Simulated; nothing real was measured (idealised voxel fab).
The following is a process module called voxel wiring stack.
It is cross-section cut that appears here, measuring 180 nm in width, its square cells being 5 nm in size.
Just so we're on the same page, the cross-sections are grids of square cells, and they're listed out in bands top to bottom, each band one or more rows deep.
Quick guide to a band line: top height, bottom height (nm) up front; then every material left to right with its width in nm. Only one material and it's marked "full width"? Then it fills the band edge to edge. And "empty" just means empty space.
Measure heights from 0. That's the level where, below it, the as-received wafer is all one material. The lowest band is bottomless and extends downward; write it as in "from 0 down".
Top row gets the first number, bottom row gets the second, and each row in between changes by the same step: that is how a band width like "30..40" works.
It should be understood that the words "remains unaltered", when stated for a given step, signify that the cross-section underwent no change in any of its cells during that step.
"Enclosed void catalog" specifies each empty space that is not open to the top and that occupies no fewer than 8 cells, using the form width x height at distance, the distance measured from the left edge and all three quantities in nm.
Post-settings text on a step line: simulator's own remark regarding the step.
"overlay nm" answers the question of how far to the right of plan the mask lay on a step that has a mask, and when it is negative the answer is to the left.

## Process steps foreseen in the plan
| 1 | RECEIVE,material Si |
| 2 | CONFORMAL_DEP,material SiO2,thk nm 10 |
| 3 | DIRECTIONAL_DEP,material TiN,thk nm 5 |
| 4 | DIRECTIONAL_DEP,material Ru,thk nm 15 |
| 5 | DIRECTIONAL_DEP,material aC,thk nm 15 |
| 6 | PATTERN,tone cover,mask id METAL_1,material resist,width nm 20,pitch nm 50,thk nm 35,overlay nm 0 |
| 7 | DIRECTIONAL_ETCH,etch materials aC,depth nm 15 |
| 8 | STRIP,etch materials resist |
| 9 | DIRECTIONAL_ETCH,etch materials Ru,depth nm 15 |
| 10 | DIRECTIONAL_ETCH,etch materials TiN,depth nm 5 |
| 11 | STRIP,etch materials aC |
| 12 | FILL_DEP,material SiO2,thk nm 10 |
| 13 | CMP,height nm 30 |
| 14 | CONFORMAL_DEP,material SiCN,thk nm 5 |
| 15 | DIRECTIONAL_DEP,material lowk,thk nm 15 |
| 16 | MASKED_ETCH,tone open,mask id PLUG_1,width nm 15,pitch nm 100,etch materials lowk,depth nm 15,overlay nm 0 |
| 17 | MASKED_ETCH,tone open,mask id PLUG_1,width nm 15,pitch nm 100,etch materials SiCN,depth nm 5,overlay nm 0 |
| 18 | CONFORMAL_DEP,material TiN,thk nm 5 |
| 19 | FILL_DEP,material Cu,thk nm 10 |
| 20 | CMP,height nm 50 |
| 21 | CONFORMAL_DEP,material SiCN,thk nm 5 |
| 22 | DIRECTIONAL_DEP,material SiO2,thk nm 15 |
| 23 | MASKED_ETCH,tone open,mask id METAL_2,width nm 20,pitch nm 50,etch materials SiO2,depth nm 15,overlay nm 0 |
| 24 | MASKED_ETCH,tone open,mask id METAL_2,width nm 20,pitch nm 50,etch materials SiCN,depth nm 5,overlay nm 0 |
| 25 | CONFORMAL_DEP,material TiN,thk nm 5 |
| 26 | FILL_DEP,material Ru,thk nm 5 |
| 27 | CMP,height nm 70 |
| 28 | CONFORMAL_DEP,material SiCN,thk nm 5 |
| 29 | DIRECTIONAL_DEP,material SiO2,thk nm 15 |
| 30 | MASKED_ETCH,tone open,mask id PLUG_2,width nm 15,pitch nm 100,etch materials SiO2,depth nm 15,overlay nm 0 |
| 31 | MASKED_ETCH,tone open,mask id PLUG_2,width nm 15,pitch nm 100,etch materials SiCN,depth nm 5,overlay nm 0 |
| 32 | EPI,material Ru,thk nm 10 |
| 33 | EPI,material Ru,thk nm 10 |
| 34 | CONFORMAL_DEP,material SiN,thk nm 5 |
| 35 | DIRECTIONAL_DEP,material lowk,thk nm 15 |
| 36 | MASKED_ETCH,tone open,mask id METAL_3,width nm 20,pitch nm 50,etch materials lowk,depth nm 15,overlay nm 0 |
| 37 | MASKED_ETCH,tone open,mask id METAL_3,width nm 20,pitch nm 50,etch materials SiN,depth nm 5,overlay nm 0 |
| 38 | CONFORMAL_DEP,material TiN,thk nm 5 |
| 39 | FILL_DEP,material Cu,thk nm 10 |
| 40 | CMP,height nm 110 |
| 41 | EPI,material Ru,thk nm 5 |
| 42 | FILL_DEP,material SiCN,thk nm 5 |
| 43 | DIRECTIONAL_DEP,material SiO2,thk nm 25 |
| 44 | MASKED_ETCH,tone open,mask id METAL_4,width nm 20,pitch nm 50,etch materials SiO2,depth nm 15,overlay nm 0 |
| 45 | MASKED_ETCH,tone open,mask id METAL_4_HOLES,width nm 15,pitch nm 50,etch materials SiO2,depth nm 10,overlay nm 0 |
| 46 | MASKED_ETCH,tone open,mask id METAL_4_HOLES,width nm 15,pitch nm 50,etch materials SiCN,depth nm 5,overlay nm 0 |
| 47 | CONFORMAL_DEP,material TiN,thk nm 5 |
| 48 | FILL_DEP,material Cu,thk nm 10 |
| 49 | CMP,height nm 145 |
| 50 | CONFORMAL_DEP,material SiN,thk nm 5 |

## First wafer of two (run as planned)

## Cross-section of the wafer upon arrival, representing the state reached after step 1
    from 0 down: Si full width
    Enclosed void catalog: none

## Step 2 complete: cross-section through the wafer
    from 10 to 0: SiO2 full width
    Everything under 0 stays put, no change at all.

## Step 3 complete: cross-section through the wafer
    from 15 to 10: TiN full width
    Everything under 10 stays put, no change at all.

## Step 4 complete: cross-section through the wafer
    from 30 to 15: Ru full width
    Everything under 15 stays put, no change at all.

## Step 5 complete: cross-section through the wafer
    from 45 to 30: aC full width
    Everything under 30 stays put, no change at all.

## Step 6 complete: cross-section through the wafer
    from 80 to 45: 30 empty, then 20 resist, then 30 empty, then 20 resist, then 30 empty, then 20 resist, then 30 empty
    Everything under 45 stays put, no change at all.

## Step 7 complete: cross-section through the wafer
    from 65 to 45: 30 empty, then 20 resist, then 30 empty, then 20 resist, then 30 empty, then 20 resist, then 30 empty
    from 45 to 30: 30 empty, then 20 aC, then 30 empty, then 20 aC, then 30 empty, then 20 aC, then 30 empty
    Everything under 30 stays put, no change at all.

## Step 8 complete: cross-section through the wafer
    from 45 to 30: 30 empty, then 20 aC, then 30 empty, then 20 aC, then 30 empty, then 20 aC, then 30 empty
    Everything under 30 stays put, no change at all.

## Step 9 complete: cross-section through the wafer
    from 45 to 30: 30 empty, then 20 aC, then 30 empty, then 20 aC, then 30 empty, then 20 aC, then 30 empty
    from 30 to 15: 30 empty, then 20 Ru, then 30 empty, then 20 Ru, then 30 empty, then 20 Ru, then 30 empty
    Everything under 15 stays put, no change at all.

## Step 10 complete: cross-section through the wafer
    from 45 to 30: 30 empty, then 20 aC, then 30 empty, then 20 aC, then 30 empty, then 20 aC, then 30 empty
    from 30 to 15: 30 empty, then 20 Ru, then 30 empty, then 20 Ru, then 30 empty, then 20 Ru, then 30 empty
    from 15 to 10: 30 empty, then 20 TiN, then 30 empty, then 20 TiN, then 30 empty, then 20 TiN, then 30 empty
    Everything under 10 stays put, no change at all.

## Step 11 complete: cross-section through the wafer
    from 30 to 15: 30 empty, then 20 Ru, then 30 empty, then 20 Ru, then 30 empty, then 20 Ru, then 30 empty
    Everything under 15 stays put, no change at all.

## Step 12 complete: cross-section through the wafer
    from 40 to 30: SiO2 full width
    from 30 to 15: 30 SiO2, then 20 Ru, then 30 SiO2, then 20 Ru, then 30 SiO2, then 20 Ru, then 30 SiO2
    from 15 to 10: 30 SiO2, then 20 TiN, then 30 SiO2, then 20 TiN, then 30 SiO2, then 20 TiN, then 30 SiO2
    Everything under 10 stays put, no change at all.

## Step 13 complete: cross-section through the wafer
    from 30 to 15: 30 SiO2, then 20 Ru, then 30 SiO2, then 20 Ru, then 30 SiO2, then 20 Ru, then 30 SiO2
    Everything under 15 stays put, no change at all.

## Step 14 complete: cross-section through the wafer
    from 35 to 30: SiCN full width
    Everything under 30 stays put, no change at all.

## Step 15 complete: cross-section through the wafer
    from 50 to 35: lowk full width
    Everything under 35 stays put, no change at all.

## Step 16 complete: cross-section through the wafer
    from 50 to 35: 30 lowk, then 15 empty, then 85 lowk, then 15 empty, then 35 lowk
    Everything under 35 stays put, no change at all.

## Step 17 complete: cross-section through the wafer
    from 50 to 35: 30 lowk, then 15 empty, then 85 lowk, then 15 empty, then 35 lowk
    from 35 to 30: 30 SiCN, then 15 empty, then 85 SiCN, then 15 empty, then 35 SiCN
    Everything under 30 stays put, no change at all.

## Step 18 complete: cross-section through the wafer
    from 55 to 50: 35 TiN, then 5 empty, then 95 TiN, then 5 empty, then 40 TiN
    from 50 to 35: 30 lowk, then 5 TiN, then 5 empty, then 5 TiN, then 85 lowk, then 5 TiN, then 5 empty, then 5 TiN, then 35 lowk
    from 35 to 30: 30 SiCN, then 15 TiN, then 85 SiCN, then 15 TiN, then 35 SiCN
    Everything under 30 stays put, no change at all.

## Step 19 complete: cross-section through the wafer
    from 65 to 55: Cu full width
    from 55 to 50: 35 TiN, then 5 Cu, then 95 TiN, then 5 Cu, then 40 TiN
    from 50 to 35: 30 lowk, then 5 TiN, then 5 Cu, then 5 TiN, then 85 lowk, then 5 TiN, then 5 Cu, then 5 TiN, then 35 lowk
    Everything under 35 stays put, no change at all.

## Step 20 complete: cross-section through the wafer
    from 50 to 35: 30 lowk, then 5 TiN, then 5 Cu, then 5 TiN, then 85 lowk, then 5 TiN, then 5 Cu, then 5 TiN, then 35 lowk
    Everything under 35 stays put, no change at all.

## Step 21 complete: cross-section through the wafer
    from 55 to 50: SiCN full width
    Everything under 50 stays put, no change at all.

## Step 22 complete: cross-section through the wafer
    from 70 to 55: SiO2 full width
    Everything under 55 stays put, no change at all.

## Step 23 complete: cross-section through the wafer
    from 70 to 55: 30 SiO2, then 20 empty, then 30 SiO2, then 20 empty, then 30 SiO2, then 20 empty, then 30 SiO2
    Everything under 55 stays put, no change at all.

## Step 24 complete: cross-section through the wafer
    from 70 to 55: 30 SiO2, then 20 empty, then 30 SiO2, then 20 empty, then 30 SiO2, then 20 empty, then 30 SiO2
    from 55 to 50: 30 SiCN, then 20 empty, then 30 SiCN, then 20 empty, then 30 SiCN, then 20 empty, then 30 SiCN
    Everything under 50 stays put, no change at all.

## Step 25 complete: cross-section through the wafer
    from 75 to 70: 35 TiN, then 10 empty, then 40 TiN, then 10 empty, then 40 TiN, then 10 empty, then 35 TiN
    from 70 to 55: 30 SiO2, then 5 TiN, then 10 empty, then 5 TiN, then 30 SiO2, then 5 TiN, then 10 empty, then 5 TiN, then 30 SiO2, then 5 TiN, then 10 empty, then 5 TiN, then 30 SiO2
    from 55 to 50: 30 SiCN, then 20 TiN, then 30 SiCN, then 20 TiN, then 30 SiCN, then 20 TiN, then 30 SiCN
    Everything under 50 stays put, no change at all.

## Step 26 complete: cross-section through the wafer
    from 80 to 75: Ru full width
    from 75 to 70: 35 TiN, then 10 Ru, then 40 TiN, then 10 Ru, then 40 TiN, then 10 Ru, then 35 TiN
    from 70 to 55: 30 SiO2, then 5 TiN, then 10 Ru, then 5 TiN, then 30 SiO2, then 5 TiN, then 10 Ru, then 5 TiN, then 30 SiO2, then 5 TiN, then 10 Ru, then 5 TiN, then 30 SiO2
    Everything under 55 stays put, no change at all.

## Step 27 complete: cross-section through the wafer
    from 70 to 55: 30 SiO2, then 5 TiN, then 10 Ru, then 5 TiN, then 30 SiO2, then 5 TiN, then 10 Ru, then 5 TiN, then 30 SiO2, then 5 TiN, then 10 Ru, then 5 TiN, then 30 SiO2
    Everything under 55 stays put, no change at all.

## Step 28 complete: cross-section through the wafer
    from 75 to 70: SiCN full width
    Everything under 70 stays put, no change at all.

## Step 29 complete: cross-section through the wafer
    from 90 to 75: SiO2 full width
    Everything under 75 stays put, no change at all.

## Step 30 complete: cross-section through the wafer
    from 90 to 75: 30 SiO2, then 15 empty, then 85 SiO2, then 15 empty, then 35 SiO2
    Everything under 75 stays put, no change at all.

## Step 31 complete: cross-section through the wafer
    from 90 to 75: 30 SiO2, then 15 empty, then 85 SiO2, then 15 empty, then 35 SiO2
    from 75 to 70: 30 SiCN, then 15 empty, then 85 SiCN, then 15 empty, then 35 SiCN
    Everything under 70 stays put, no change at all.

## Step 32 complete: cross-section through the wafer
    from 90 to 80: 30 SiO2, then 15 empty, then 85 SiO2, then 15 empty, then 35 SiO2
    from 80 to 75: 30 SiO2, then 15 Ru, then 85 SiO2, then 15 Ru, then 35 SiO2
    from 75 to 70: 30 SiCN, then 15 Ru, then 85 SiCN, then 15 Ru, then 35 SiCN
    Everything under 70 stays put, no change at all.

## Step 33 complete: cross-section through the wafer
    from 90 to 75: 30 SiO2, then 15 Ru, then 85 SiO2, then 15 Ru, then 35 SiO2
    Everything under 75 stays put, no change at all.

## Step 34 complete: cross-section through the wafer
    from 95 to 90: SiN full width
    Everything under 90 stays put, no change at all.

## Step 35 complete: cross-section through the wafer
    from 110 to 95: lowk full width
    Everything under 95 stays put, no change at all.

## Step 36 complete: cross-section through the wafer
    from 110 to 95: 30 lowk, then 20 empty, then 30 lowk, then 20 empty, then 30 lowk, then 20 empty, then 30 lowk
    Everything under 95 stays put, no change at all.

## Step 37 complete: cross-section through the wafer
    from 110 to 95: 30 lowk, then 20 empty, then 30 lowk, then 20 empty, then 30 lowk, then 20 empty, then 30 lowk
    from 95 to 90: 30 SiN, then 20 empty, then 30 SiN, then 20 empty, then 30 SiN, then 20 empty, then 30 SiN
    Everything under 90 stays put, no change at all.

## Step 38 complete: cross-section through the wafer
    from 115 to 110: 35 TiN, then 10 empty, then 40 TiN, then 10 empty, then 40 TiN, then 10 empty, then 35 TiN
    from 110 to 95: 30 lowk, then 5 TiN, then 10 empty, then 5 TiN, then 30 lowk, then 5 TiN, then 10 empty, then 5 TiN, then 30 lowk, then 5 TiN, then 10 empty, then 5 TiN, then 30 lowk
    from 95 to 90: 30 SiN, then 20 TiN, then 30 SiN, then 20 TiN, then 30 SiN, then 20 TiN, then 30 SiN
    Everything under 90 stays put, no change at all.

## Step 39 complete: cross-section through the wafer
    from 125 to 115: Cu full width
    from 115 to 110: 35 TiN, then 10 Cu, then 40 TiN, then 10 Cu, then 40 TiN, then 10 Cu, then 35 TiN
    from 110 to 95: 30 lowk, then 5 TiN, then 10 Cu, then 5 TiN, then 30 lowk, then 5 TiN, then 10 Cu, then 5 TiN, then 30 lowk, then 5 TiN, then 10 Cu, then 5 TiN, then 30 lowk
    Everything under 95 stays put, no change at all.

## Step 40 complete: cross-section through the wafer
    from 110 to 95: 30 lowk, then 5 TiN, then 10 Cu, then 5 TiN, then 30 lowk, then 5 TiN, then 10 Cu, then 5 TiN, then 30 lowk, then 5 TiN, then 10 Cu, then 5 TiN, then 30 lowk
    Everything under 95 stays put, no change at all.

## Step 41 complete: cross-section through the wafer
    from 115 to 110: 25 empty, then 30 Ru, then 20 empty, then 30 Ru, then 20 empty, then 30 Ru, then 25 empty
    Everything under 110 stays put, no change at all.

## Step 42 complete: cross-section through the wafer
    from 120 to 115: SiCN full width
    from 115 to 110: 25 SiCN, then 30 Ru, then 20 SiCN, then 30 Ru, then 20 SiCN, then 30 Ru, then 25 SiCN
    Everything under 110 stays put, no change at all.

## Step 43 complete: cross-section through the wafer
    from 145 to 120: SiO2 full width
    Everything under 120 stays put, no change at all.

## Step 44 complete: cross-section through the wafer
    from 145 to 130: 30 SiO2, then 20 empty, then 30 SiO2, then 20 empty, then 30 SiO2, then 20 empty, then 30 SiO2
    Everything under 130 stays put, no change at all.

## Step 45 complete: cross-section through the wafer
    from 145 to 130: 30 SiO2, then 20 empty, then 30 SiO2, then 20 empty, then 30 SiO2, then 20 empty, then 30 SiO2
    from 130 to 120: 30 SiO2, then 15 empty, then 35 SiO2, then 15 empty, then 35 SiO2, then 15 empty, then 35 SiO2
    Everything under 120 stays put, no change at all.

## Step 46 complete: cross-section through the wafer
    from 145 to 130: 30 SiO2, then 20 empty, then 30 SiO2, then 20 empty, then 30 SiO2, then 20 empty, then 30 SiO2
    from 130 to 120: 30 SiO2, then 15 empty, then 35 SiO2, then 15 empty, then 35 SiO2, then 15 empty, then 35 SiO2
    from 120 to 115: 30 SiCN, then 15 empty, then 35 SiCN, then 15 empty, then 35 SiCN, then 15 empty, then 35 SiCN
    Everything under 115 stays put, no change at all.

## Step 47 complete: cross-section through the wafer
    from 150 to 145: 35 TiN, then 10 empty, then 40 TiN, then 10 empty, then 40 TiN, then 10 empty, then 35 TiN
    from 145 to 135: 30 SiO2, then 5 TiN, then 10 empty, then 5 TiN, then 30 SiO2, then 5 TiN, then 10 empty, then 5 TiN, then 30 SiO2, then 5 TiN, then 10 empty, then 5 TiN, then 30 SiO2
    from 135 to 130: 30 SiO2, then 5 TiN, then 5 empty, then 10 TiN, then 30 SiO2, then 5 TiN, then 5 empty, then 10 TiN, then 30 SiO2, then 5 TiN, then 5 empty, then 10 TiN, then 30 SiO2
    from 130 to 120: 30 SiO2, then 5 TiN, then 5 empty, then 5 TiN, then 35 SiO2, then 5 TiN, then 5 empty, then 5 TiN, then 35 SiO2, then 5 TiN, then 5 empty, then 5 TiN, then 35 SiO2
    from 120 to 115: 30 SiCN, then 15 TiN, then 35 SiCN, then 15 TiN, then 35 SiCN, then 15 TiN, then 35 SiCN
    Everything under 115 stays put, no change at all.

## Step 48 complete: cross-section through the wafer
    from 160 to 150: Cu full width
    from 150 to 145: 35 TiN, then 10 Cu, then 40 TiN, then 10 Cu, then 40 TiN, then 10 Cu, then 35 TiN
    from 145 to 135: 30 SiO2, then 5 TiN, then 10 Cu, then 5 TiN, then 30 SiO2, then 5 TiN, then 10 Cu, then 5 TiN, then 30 SiO2, then 5 TiN, then 10 Cu, then 5 TiN, then 30 SiO2
    from 135 to 130: 30 SiO2, then 5 TiN, then 5 Cu, then 10 TiN, then 30 SiO2, then 5 TiN, then 5 Cu, then 10 TiN, then 30 SiO2, then 5 TiN, then 5 Cu, then 10 TiN, then 30 SiO2
    from 130 to 120: 30 SiO2, then 5 TiN, then 5 Cu, then 5 TiN, then 35 SiO2, then 5 TiN, then 5 Cu, then 5 TiN, then 35 SiO2, then 5 TiN, then 5 Cu, then 5 TiN, then 35 SiO2
    Everything under 120 stays put, no change at all.

## Step 49 complete: cross-section through the wafer
    from 145 to 135: 30 SiO2, then 5 TiN, then 10 Cu, then 5 TiN, then 30 SiO2, then 5 TiN, then 10 Cu, then 5 TiN, then 30 SiO2, then 5 TiN, then 10 Cu, then 5 TiN, then 30 SiO2
    Everything under 135 stays put, no change at all.

## Step 50 complete: cross-section through the wafer
    from 150 to 145: SiN full width
    Everything under 145 stays put, no change at all.

## Second wafer - shared start and plan with the first - one error in running - same as the first up to step 29 inclusive

## Second wafer cross-section, taken as of the time the plan sets for step 30 to be done
    from 90 to 75: 30 empty, then 15 SiO2, then 85 empty, then 15 SiO2, then 35 empty
    Everything under 75 stays put, no change at all.

Second wafer cross-section, taken as of the time the plan sets for step 31 to be done: remains unaltered

Second wafer cross-section, taken as of the time the plan sets for step 32 to be done: remains unaltered

Second wafer cross-section, taken as of the time the plan sets for step 33 to be done: remains unaltered

## Second wafer cross-section, taken as of the time the plan sets for step 34 to be done
    from 95 to 90: 25 empty, then 25 SiN, then 75 empty, then 25 SiN, then 30 empty
    from 90 to 80: 25 empty, then 5 SiN, then 15 SiO2, then 5 SiN, then 75 empty, then 5 SiN, then 15 SiO2, then 5 SiN, then 30 empty
    from 80 to 75: 30 SiN, then 15 SiO2, then 85 SiN, then 15 SiO2, then 35 SiN
    Everything under 75 stays put, no change at all.

## Second wafer cross-section, taken as of the time the plan sets for step 35 to be done
    from 110 to 95: 25 empty, then 25 lowk, then 75 empty, then 25 lowk, then 30 empty
    from 95 to 90: 25 lowk, then 25 SiN, then 75 lowk, then 25 SiN, then 30 lowk
    from 90 to 80: 25 lowk, then 5 SiN, then 15 SiO2, then 5 SiN, then 75 lowk, then 5 SiN, then 15 SiO2, then 5 SiN, then 30 lowk
    Everything under 80 stays put, no change at all.

## Second wafer cross-section, taken as of the time the plan sets for step 36 to be done
    from 110 to 95: 25 empty, then 5 lowk, then 95 empty, then 5 lowk, then 50 empty
    from 95 to 90: 25 lowk, then 25 SiN, then 30 lowk, then 20 empty, then 25 lowk, then 25 SiN, then 30 lowk
    from 90 to 80: 25 lowk, then 5 SiN, then 15 SiO2, then 5 SiN, then 30 lowk, then 20 empty, then 25 lowk, then 5 SiN, then 15 SiO2, then 5 SiN, then 30 lowk
    Everything under 80 stays put, no change at all.

## Second wafer cross-section, taken as of the time the plan sets for step 37 to be done
    from 110 to 95: 25 empty, then 5 lowk, then 95 empty, then 5 lowk, then 50 empty
    from 95 to 90: 25 lowk, then 5 SiN, then 20 empty, then 30 lowk, then 20 empty, then 25 lowk, then 5 SiN, then 20 empty, then 30 lowk
    from 90 to 80: 25 lowk, then 5 SiN, then 15 SiO2, then 5 SiN, then 30 lowk, then 20 empty, then 25 lowk, then 5 SiN, then 15 SiO2, then 5 SiN, then 30 lowk
    from 80 to 75: 30 SiN, then 15 SiO2, then 35 SiN, then 20 empty, then 30 SiN, then 15 SiO2, then 35 SiN
    Everything under 75 stays put, no change at all.

## Second wafer cross-section, taken as of the time the plan sets for step 38 to be done
    from 115 to 110: 20 empty, then 15 TiN, then 85 empty, then 15 TiN, then 45 empty
    from 110 to 100: 20 empty, then 5 TiN, then 5 lowk, then 5 TiN, then 85 empty, then 5 TiN, then 5 lowk, then 5 TiN, then 45 empty
    from 100 to 95: 25 TiN, then 5 lowk, then 5 TiN, then 10 empty, then 40 TiN, then 10 empty, then 30 TiN, then 5 lowk, then 5 TiN, then 10 empty, then 35 TiN
    from 95 to 90: 25 lowk, then 5 SiN, then 20 TiN, then 30 lowk, then 5 TiN, then 10 empty, then 5 TiN, then 25 lowk, then 5 SiN, then 20 TiN, then 30 lowk
    from 90 to 80: 25 lowk, then 5 SiN, then 15 SiO2, then 5 SiN, then 30 lowk, then 5 TiN, then 10 empty, then 5 TiN, then 25 lowk, then 5 SiN, then 15 SiO2, then 5 SiN, then 30 lowk
    from 80 to 75: 30 SiN, then 15 SiO2, then 35 SiN, then 20 TiN, then 30 SiN, then 15 SiO2, then 35 SiN
    Everything under 75 stays put, no change at all.

## Second wafer cross-section, taken as of the time the plan sets for step 39 to be done
    from 125 to 115: Cu full width
    from 115 to 110: 20 Cu, then 15 TiN, then 85 Cu, then 15 TiN, then 45 Cu
    from 110 to 100: 20 Cu, then 5 TiN, then 5 lowk, then 5 TiN, then 85 Cu, then 5 TiN, then 5 lowk, then 5 TiN, then 45 Cu
    from 100 to 95: 25 TiN, then 5 lowk, then 5 TiN, then 10 Cu, then 40 TiN, then 10 Cu, then 30 TiN, then 5 lowk, then 5 TiN, then 10 Cu, then 35 TiN
    from 95 to 90: 25 lowk, then 5 SiN, then 20 TiN, then 30 lowk, then 5 TiN, then 10 Cu, then 5 TiN, then 25 lowk, then 5 SiN, then 20 TiN, then 30 lowk
    from 90 to 80: 25 lowk, then 5 SiN, then 15 SiO2, then 5 SiN, then 30 lowk, then 5 TiN, then 10 Cu, then 5 TiN, then 25 lowk, then 5 SiN, then 15 SiO2, then 5 SiN, then 30 lowk
    Everything under 80 stays put, no change at all.

## Second wafer cross-section, taken as of the time the plan sets for step 40 to be done
    from 110 to 100: 20 Cu, then 5 TiN, then 5 lowk, then 5 TiN, then 85 Cu, then 5 TiN, then 5 lowk, then 5 TiN, then 45 Cu
    Everything under 100 stays put, no change at all.

## Second wafer cross-section, taken as of the time the plan sets for step 41 to be done
    from 115 to 110: Ru full width
    Everything under 110 stays put, no change at all.

## Second wafer cross-section, taken as of the time the plan sets for step 42 to be done
    from 120 to 115: SiCN full width
    Everything under 115 stays put, no change at all.

## Second wafer cross-section, taken as of the time the plan sets for step 43 to be done
    from 145 to 120: SiO2 full width
    Everything under 120 stays put, no change at all.

## Second wafer cross-section, taken as of the time the plan sets for step 44 to be done
    from 145 to 130: 30 SiO2, then 20 empty, then 30 SiO2, then 20 empty, then 30 SiO2, then 20 empty, then 30 SiO2
    Everything under 130 stays put, no change at all.

## Second wafer cross-section, taken as of the time the plan sets for step 45 to be done
    from 145 to 130: 30 SiO2, then 20 empty, then 30 SiO2, then 20 empty, then 30 SiO2, then 20 empty, then 30 SiO2
    from 130 to 120: 30 SiO2, then 15 empty, then 35 SiO2, then 15 empty, then 35 SiO2, then 15 empty, then 35 SiO2
    Everything under 120 stays put, no change at all.

## Second wafer cross-section, taken as of the time the plan sets for step 46 to be done
    from 145 to 130: 30 SiO2, then 20 empty, then 30 SiO2, then 20 empty, then 30 SiO2, then 20 empty, then 30 SiO2
    from 130 to 120: 30 SiO2, then 15 empty, then 35 SiO2, then 15 empty, then 35 SiO2, then 15 empty, then 35 SiO2
    from 120 to 115: 30 SiCN, then 15 empty, then 35 SiCN, then 15 empty, then 35 SiCN, then 15 empty, then 35 SiCN
    Everything under 115 stays put, no change at all.

## Second wafer cross-section, taken as of the time the plan sets for step 47 to be done
    from 150 to 145: 35 TiN, then 10 empty, then 40 TiN, then 10 empty, then 40 TiN, then 10 empty, then 35 TiN
    from 145 to 135: 30 SiO2, then 5 TiN, then 10 empty, then 5 TiN, then 30 SiO2, then 5 TiN, then 10 empty, then 5 TiN, then 30 SiO2, then 5 TiN, then 10 empty, then 5 TiN, then 30 SiO2
    from 135 to 130: 30 SiO2, then 5 TiN, then 5 empty, then 10 TiN, then 30 SiO2, then 5 TiN, then 5 empty, then 10 TiN, then 30 SiO2, then 5 TiN, then 5 empty, then 10 TiN, then 30 SiO2
    from 130 to 120: 30 SiO2, then 5 TiN, then 5 empty, then 5 TiN, then 35 SiO2, then 5 TiN, then 5 empty, then 5 TiN, then 35 SiO2, then 5 TiN, then 5 empty, then 5 TiN, then 35 SiO2
    from 120 to 115: 30 SiCN, then 15 TiN, then 35 SiCN, then 15 TiN, then 35 SiCN, then 15 TiN, then 35 SiCN
    Everything under 115 stays put, no change at all.

## Second wafer cross-section, taken as of the time the plan sets for step 48 to be done
    from 160 to 150: Cu full width
    from 150 to 145: 35 TiN, then 10 Cu, then 40 TiN, then 10 Cu, then 40 TiN, then 10 Cu, then 35 TiN
    from 145 to 135: 30 SiO2, then 5 TiN, then 10 Cu, then 5 TiN, then 30 SiO2, then 5 TiN, then 10 Cu, then 5 TiN, then 30 SiO2, then 5 TiN, then 10 Cu, then 5 TiN, then 30 SiO2
    from 135 to 130: 30 SiO2, then 5 TiN, then 5 Cu, then 10 TiN, then 30 SiO2, then 5 TiN, then 5 Cu, then 10 TiN, then 30 SiO2, then 5 TiN, then 5 Cu, then 10 TiN, then 30 SiO2
    from 130 to 120: 30 SiO2, then 5 TiN, then 5 Cu, then 5 TiN, then 35 SiO2, then 5 TiN, then 5 Cu, then 5 TiN, then 35 SiO2, then 5 TiN, then 5 Cu, then 5 TiN, then 35 SiO2
    Everything under 120 stays put, no change at all.

## Second wafer cross-section, taken as of the time the plan sets for step 49 to be done
    from 145 to 135: 30 SiO2, then 5 TiN, then 10 Cu, then 5 TiN, then 30 SiO2, then 5 TiN, then 10 Cu, then 5 TiN, then 30 SiO2, then 5 TiN, then 10 Cu, then 5 TiN, then 30 SiO2
    Everything under 135 stays put, no change at all.

## Second wafer cross-section, taken as of the time the plan sets for step 50 to be done
    from 150 to 145: SiN full width
    Everything under 145 stays put, no change at all.
Diagnosis: contrary to plan, step 30 was performed as MASKED_ETCH,tone cover,mask id PLUG_2,width nm 15,pitch nm 100,etch materials SiO2,depth nm 15,overlay nm 0
Counted in cells at the end, the second wafer holds more or fewer of these materials than the first: 54 more of Cu; 6 fewer of Ru; 12 fewer of SiCN; 12 more of SiN; 72 fewer of SiO2; 24 more of TiN
